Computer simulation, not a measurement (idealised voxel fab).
The following process module bears the name voxel wiring stack.
Square cell edge 5 nm, section width 205 nm, ID cut.
Cross-section, as written here: a square-cell grid given band by band from the top down, where a band holds one or more rows of cells.
Band entry format. Leading values: height of top, height of bottom, nm. Remainder: materials in left-to-right order, each with its width in nm. Special words: "all across" on a single material, which then fills the band edge to edge; "empty", empty space.
Heads up on the height convention: 0 is the point under which the incoming wafer is all one material, and the lowest band has no bottom, it just keeps going down, like "0 nm and below".
When a width is written as two numbers, as in "30->40", the first number is the width in the top row of cells of the band and the second is the width in its bottom row, and the width changes by the same amount from each row to the next.
The cross-section has no changed cell in any step marked "nothing was modified".
Closed-off voids: empty space of 8 cells or more with no open way to the top, each as width x height at its distance from the left edge, in nm
Whatever follows a step's settings on its line is a remark the simulator itself makes about that step.
overlay nm: on a step with a mask, how far right of its planned place the mask lay; negative means left.

The planned process steps are enumerated hereunder
1) RECEIVE | material Si
2) CONFORMAL_DEP | material SiO2 | thk nm 15
3) DIRECTIONAL_DEP | material TiN | thk nm 5
4) DIRECTIONAL_DEP | material W | thk nm 15
5) MASKED_ETCH | tone cover | mask id METAL_1 | width nm 25 | pitch nm 55 | etch materials W | depth nm 15 | overlay nm -15
6) MASKED_ETCH | tone cover | mask id METAL_1 | width nm 25 | pitch nm 55 | etch materials TiN | depth nm 5 | overlay nm 0
7) CONFORMAL_DEP | material SiCN | thk nm 5
8) FILL_DEP | material SiO2 | thk nm 10
9) CMP | height nm 35
10) CONFORMAL_DEP | material SiCN | thk nm 5
11) DIRECTIONAL_DEP | material SiO2 | thk nm 20
12) PATTERN | tone open | mask id PLUG_1 | material resist | width nm 15 | pitch nm 55 | thk nm 15 | overlay nm 0
13) DIRECTIONAL_ETCH | etch materials SiO2 | depth nm 20
14) DIRECTIONAL_ETCH | etch materials SiCN | depth nm 5
15) STRIP | etch materials resist
16) CONFORMAL_DEP | material TiN | thk nm 5
17) FILL_DEP | material Cu | thk nm 5
18) CMP | height nm 60
19) CONFORMAL_DEP | material SiCN | thk nm 5
20) DIRECTIONAL_DEP | material lowk | thk nm 15
21) DIRECTIONAL_DEP | material aC | thk nm 10
22) PATTERN | tone open | mask id METAL_2 | material resist | width nm 25 | pitch nm 55 | thk nm 25 | overlay nm 0
23) DIRECTIONAL_ETCH | etch materials aC | depth nm 10
24) STRIP | etch materials resist
25) DIRECTIONAL_ETCH | etch materials lowk | depth nm 15
26) DIRECTIONAL_ETCH | etch materials SiCN | depth nm 5
27) STRIP | etch materials aC
28) CONFORMAL_DEP | material TiN | thk nm 5
29) FILL_DEP | material Cu | thk nm 10
30) CMP | height nm 80
31) CONFORMAL_DEP | material SiCN | thk nm 5
32) DIRECTIONAL_DEP | material SiO2 | thk nm 15
33) PATTERN | tone open | mask id PLUG_2 | material resist | width nm 15 | pitch nm 55 | thk nm 20 | overlay nm 0
34) DIRECTIONAL_ETCH | etch materials SiO2 | depth nm 15
35) DIRECTIONAL_ETCH | etch materials SiCN | depth nm 5
36) STRIP | etch materials resist
37) EPI | material Ru | thk nm 10
38) EPI | material Ru | thk nm 10
39) CONFORMAL_DEP | material SiCN | thk nm 5
40) DIRECTIONAL_DEP | material SiO2 | thk nm 20
41) DIRECTIONAL_DEP | material aC | thk nm 10
42) PATTERN | tone open | mask id METAL_3 | material resist | width nm 25 | pitch nm 55 | thk nm 25 | overlay nm 0
43) DIRECTIONAL_ETCH | etch materials aC | depth nm 10
44) STRIP | etch materials resist
45) DIRECTIONAL_ETCH | etch materials SiO2 | depth nm 20
46) DIRECTIONAL_ETCH | etch materials SiCN | depth nm 5
47) STRIP | etch materials aC
48) CONFORMAL_DEP | material TiN | thk nm 5
49) FILL_DEP | material Ru | thk nm 10
50) CMP | height nm 125
51) CONFORMAL_DEP | material SiN | thk nm 5
varied across the wafers: overlay nm of step 5. The plan shows the first wafer's value. All wafers start alike

Incoming state of the first of several wafers in cross-section: after step 1
- 0 nm and below  Si all across
- Closed-off voids: none

Shown in cross-section: the first of several wafers at the end of the module, after its last step, step 51
- 130 nm to 125 nm  SiN all across
- 125 nm to 105 nm  60 nm SiO2  5 nm TiN  15 nm Ru  5 nm TiN  30 nm SiO2  5 nm TiN  15 nm Ru  5 nm TiN  65 nm SiO2
- 105 nm to 100 nm  60 nm SiCN  25 nm TiN  30 nm SiCN  25 nm TiN  65 nm SiCN
- 100 nm to 85 nm  60 nm SiO2  15 nm Ru  40 nm SiO2  15 nm Ru  75 nm SiO2
- 85 nm to 80 nm  60 nm SiCN  15 nm Ru  40 nm SiCN  15 nm Ru  75 nm SiCN
- 80 nm to 65 nm  60 nm lowk  5 nm TiN  15 nm Cu  5 nm TiN  30 nm lowk  5 nm TiN  15 nm Cu  5 nm TiN  65 nm lowk
- 65 nm to 60 nm  60 nm SiCN  25 nm TiN  30 nm SiCN  25 nm TiN  65 nm SiCN
- 60 nm to 40 nm  60 nm SiO2  5 nm TiN  5 nm Cu  5 nm TiN  40 nm SiO2  5 nm TiN  5 nm Cu  5 nm TiN  75 nm SiO2
- 40 nm to 35 nm  60 nm SiCN  15 nm TiN  40 nm SiCN  15 nm TiN  75 nm SiCN
- 35 nm to 25 nm  40 nm SiO2  5 nm SiCN  25 nm W  5 nm SiCN  20 nm SiO2  5 nm SiCN  25 nm W  5 nm SiCN  75 nm SiO2
- 25 nm to 20 nm  40 nm SiO2  5 nm SiCN  25 nm W  20 nm SiCN  5 nm SiO2  5 nm SiCN  25 nm W  20 nm SiCN  60 nm SiO2
- 20 nm to 15 nm  45 nm SiCN  40 nm TiN  15 nm SiCN  40 nm TiN  65 nm SiCN
- 15 nm to 0 nm  SiO2 all across
- 0 nm and below  Si all across
- Closed-off voids: none

End of module: cross-section, last of several wafers
- 130 nm to 125 nm  SiN all across
- 125 nm to 105 nm  60 nm SiO2  5 nm TiN  15 nm Ru  5 nm TiN  30 nm SiO2  5 nm TiN  15 nm Ru  5 nm TiN  65 nm SiO2
- 105 nm to 100 nm  60 nm SiCN  25 nm TiN  30 nm SiCN  25 nm TiN  65 nm SiCN
- 100 nm to 85 nm  60 nm SiO2  15 nm Ru  40 nm SiO2  15 nm Ru  75 nm SiO2
- 85 nm to 80 nm  60 nm SiCN  15 nm Ru  40 nm SiCN  15 nm Ru  75 nm SiCN
- 80 nm to 65 nm  60 nm lowk  5 nm TiN  15 nm Cu  5 nm TiN  30 nm lowk  5 nm TiN  15 nm Cu  5 nm TiN  65 nm lowk
- 65 nm to 60 nm  60 nm SiCN  25 nm TiN  30 nm SiCN  25 nm TiN  65 nm SiCN
- 60 nm to 40 nm  60 nm SiO2  5 nm TiN  5 nm Cu  5 nm TiN  40 nm SiO2  5 nm TiN  5 nm Cu  5 nm TiN  75 nm SiO2
- 40 nm to 35 nm  60 nm SiCN  15 nm TiN  40 nm SiCN  15 nm TiN  75 nm SiCN
- 35 nm to 25 nm  70 nm SiO2  5 nm SiCN  25 nm W  5 nm SiCN  20 nm SiO2  5 nm SiCN  25 nm W  5 nm SiCN  45 nm SiO2
- 25 nm to 20 nm  55 nm SiO2  20 nm SiCN  25 nm W  5 nm SiCN  5 nm SiO2  20 nm SiCN  25 nm W  5 nm SiCN  45 nm SiO2
- 20 nm to 15 nm  60 nm SiCN  40 nm TiN  15 nm SiCN  40 nm TiN  50 nm SiCN
- 15 nm to 0 nm  SiO2 all across
- 0 nm and below  Si all across
- Closed-off voids: none

The table below has one row for each wafer; a row shows, as of the end of the module, how many cells of each material the wafer has gained, marked (+), or lost, marked (-), since it was received, and then the wafer's closed voids
overlay nm -15, +26 Cu, +48 Ru, +175 SiCN, +41 SiN, +567 SiO2, +86 TiN, +30 W, +93 lowk, Closed-off voids: none
overlay nm -10, +26 Cu, +48 Ru, +175 SiCN, +41 SiN, +569 SiO2, +84 TiN, +30 W, +93 lowk, Closed-off voids: none
overlay nm -5, +26 Cu, +48 Ru, +175 SiCN, +41 SiN, +571 SiO2, +82 TiN, +30 W, +93 lowk, Closed-off voids: none
overlay nm 0, +26 Cu, +48 Ru, +175 SiCN, +41 SiN, +573 SiO2, +80 TiN, +30 W, +93 lowk, Closed-off voids: none
overlay nm 5, +26 Cu, +48 Ru, +175 SiCN, +41 SiN, +571 SiO2, +82 TiN, +30 W, +93 lowk, Closed-off voids: none
overlay nm 10, +26 Cu, +48 Ru, +175 SiCN, +41 SiN, +569 SiO2, +84 TiN, +30 W, +93 lowk, Closed-off voids: none
overlay nm 15, +26 Cu, +48 Ru, +175 SiCN, +41 SiN, +567 SiO2, +86 TiN, +30 W, +93 lowk, Closed-off voids: none
